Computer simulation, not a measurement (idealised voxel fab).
Process module in this document: voxel ribs on slabs
This is section cut - it's 235 nm across, gridded in 5 nm square cells.
In what follows, cross-sections appear as grids of square cells, described through bands that run from the top down, where every band is one or more rows of cells.
Band entry format. Leading values: height of top, height of bottom, nm. Remainder: materials in left-to-right order, each with its width in nm. Special words: "full width" on a single material, which then fills the band edge to edge; "empty", empty space.
Beneath 0, the wafer as received is one material, and that level is where height counting begins. The lowest band goes on downward without a bottom; it is written like "top 0, no bottom".
Think of "30..40" as a width that walks from the first number to the second as you go down the band, top row to bottom row, taking equal-sized steps from row to row.
A step reported as "nothing different" is a step in which no cell of the cross-section changed.
Entry "Sealed void list" = empty spaces >= 8 cells with no open way to the top; each as width x height at distance, distance from left edge, all nm.
On a step's line, text after the settings is the simulator commenting on that step.
The optional step-line setting "overlay nm" applies to steps with a mask and quantifies how far to the right of its planned location the mask lay, a negative value indicating leftward placement.

## The following list gives the planned process steps
step 1: op RECEIVE | material Si
step 2: op DIRECTIONAL_DEP | material SiO2 | thk nm 25
step 3: op DIRECTIONAL_DEP | material polySi | thk nm 25
step 4: op DIRECTIONAL_DEP | material aC | thk nm 10
step 5: op PATTERN | tone cover | mask id RIB | material resist | width nm 25 | thk nm 25 | overlay nm 0
step 6: op DIRECTIONAL_ETCH | etch materials aC | depth nm 10
step 7: op STRIP | etch materials resist
step 8: op DIRECTIONAL_ETCH | etch materials polySi | depth nm 10
step 9: op STRIP | etch materials aC
step 10: op DIRECTIONAL_DEP | material aC | thk nm 15
step 11: op PATTERN | tone cover | mask id SLAB | material resist | width nm 65 | thk nm 35 | overlay nm 0
step 12: op DIRECTIONAL_ETCH | etch materials aC | depth nm 15
step 13: op STRIP | etch materials resist
step 14: op DIRECTIONAL_ETCH | etch materials polySi | depth nm 15
step 15: op STRIP | etch materials aC
step 16: op FILL_DEP | material SiO2 | thk nm 30
step 17: op CMP | height nm 70
step 18: op DIRECTIONAL_DEP | material W | thk nm 5
step 19: op PATTERN | tone cover | mask id HEATER | material resist | width nm 35 | thk nm 15 | overlay nm 0
step 20: op DIRECTIONAL_ETCH | etch materials W | depth nm 5
step 21: op STRIP | etch materials resist
step 22: op CONFORMAL_DEP | material SiN | thk nm 5

## The following pertains to the first of two wafers, which was processed as planned

## Cross-section of the wafer at receipt, which is the condition after step 1
> top 0, no bottom = Si full width
> Sealed void list: none

## You're looking at a cross-section of the wafer after step 2
> top 25, bottom 0 = SiO2 full width
> below 0: unchanged

## You're looking at a cross-section of the wafer after step 3
> top 50, bottom 25 = polySi full width
> below 25: unchanged

## You're looking at a cross-section of the wafer after step 4
> top 60, bottom 50 = aC full width
> below 50: unchanged

## You're looking at a cross-section of the wafer after step 5
> top 85, bottom 60 = 105 of empty; 25 of resist; 105 of empty
> below 60: unchanged

## You're looking at a cross-section of the wafer after step 6
> top 75, bottom 60 = 105 of empty; 25 of resist; 105 of empty
> top 60, bottom 50 = 105 of empty; 25 of aC; 105 of empty
> below 50: unchanged

## You're looking at a cross-section of the wafer after step 7
> top 60, bottom 50 = 105 of empty; 25 of aC; 105 of empty
> below 50: unchanged

## You're looking at a cross-section of the wafer after step 8
> top 60, bottom 50 = 105 of empty; 25 of aC; 105 of empty
> top 50, bottom 40 = 105 of empty; 25 of polySi; 105 of empty
> below 40: unchanged

## You're looking at a cross-section of the wafer after step 9
> top 50, bottom 40 = 105 of empty; 25 of polySi; 105 of empty
> below 40: unchanged

## You're looking at a cross-section of the wafer after step 10
> top 65, bottom 55 = 105 of empty; 25 of aC; 105 of empty
> top 55, bottom 50 = aC full width
> top 50, bottom 40 = 105 of aC; 25 of polySi; 105 of aC
> below 40: unchanged

## You're looking at a cross-section of the wafer after step 11
> top 100, bottom 65 = 85 of empty; 65 of resist; 85 of empty
> top 65, bottom 55 = 85 of empty; 20 of resist; 25 of aC; 20 of resist; 85 of empty
> below 55: unchanged

## You're looking at a cross-section of the wafer after step 12
> top 85, bottom 65 = 85 of empty; 65 of resist; 85 of empty
> top 65, bottom 55 = 85 of empty; 20 of resist; 25 of aC; 20 of resist; 85 of empty
> top 55, bottom 50 = 85 of empty; 65 of aC; 85 of empty
> top 50, bottom 40 = 85 of empty; 20 of aC; 25 of polySi; 20 of aC; 85 of empty
> below 40: unchanged

## You're looking at a cross-section of the wafer after step 13
> top 65, bottom 55 = 105 of empty; 25 of aC; 105 of empty
> below 55: unchanged

## You're looking at a cross-section of the wafer after step 14
> top 65, bottom 55 = 105 of empty; 25 of aC; 105 of empty
> top 55, bottom 50 = 85 of empty; 65 of aC; 85 of empty
> top 50, bottom 40 = 85 of empty; 20 of aC; 25 of polySi; 20 of aC; 85 of empty
> top 40, bottom 25 = 85 of empty; 65 of polySi; 85 of empty
> below 25: unchanged

## You're looking at a cross-section of the wafer after step 15
> top 50, bottom 40 = 105 of empty; 25 of polySi; 105 of empty
> below 40: unchanged

## You're looking at a cross-section of the wafer after step 16
> top 80, bottom 50 = SiO2 full width
> top 50, bottom 40 = 105 of SiO2; 25 of polySi; 105 of SiO2
> top 40, bottom 25 = 85 of SiO2; 65 of polySi; 85 of SiO2
> below 25: unchanged

## You're looking at a cross-section of the wafer after step 17
> top 70, bottom 50 = SiO2 full width
> below 50: unchanged

## You're looking at a cross-section of the wafer after step 18
> top 75, bottom 70 = W full width
> below 70: unchanged

## You're looking at a cross-section of the wafer after step 19
> top 90, bottom 75 = 100 of empty; 35 of resist; 100 of empty
> below 75: unchanged

## You're looking at a cross-section of the wafer after step 20
> top 90, bottom 75 = 100 of empty; 35 of resist; 100 of empty
> top 75, bottom 70 = 100 of empty; 35 of W; 100 of empty
> below 70: unchanged

## You're looking at a cross-section of the wafer after step 21
> top 75, bottom 70 = 100 of empty; 35 of W; 100 of empty
> below 70: unchanged

## You're looking at a cross-section of the wafer after step 22
> top 80, bottom 75 = 95 of empty; 45 of SiN; 95 of empty
> top 75, bottom 70 = 100 of SiN; 35 of W; 100 of SiN
> below 70: unchanged

## What follows concerns the second wafer, which started out like the first and was meant to follow the very same plan; one mistake crept in when it was run, but everything up to and including step 17 is the same as for the first wafer

## Second wafer, cut view, end of step 18 per plan
> top 75, bottom 50 = SiO2 full width
> below 50: unchanged

## Second wafer, cut view, end of step 19 per plan
> top 90, bottom 75 = 100 of empty; 35 of resist; 100 of empty
> below 75: unchanged

Second wafer, cut view, end of step 20 per plan: nothing different

## Second wafer, cut view, end of step 21 per plan
> top 75, bottom 50 = SiO2 full width
> below 50: unchanged

## Second wafer, cut view, end of step 22 per plan
> top 80, bottom 75 = SiN full width
> below 75: unchanged
Deviation from plan: for step 18, the planned setting was not used; the step was instead run as op DIRECTIONAL_DEP | material SiO2 | thk nm 5
Heads up, by the end the second wafer has more or fewer cells of some materials compared to the first: 2 fewer of SiN; 47 more of SiO2; 7 fewer of W
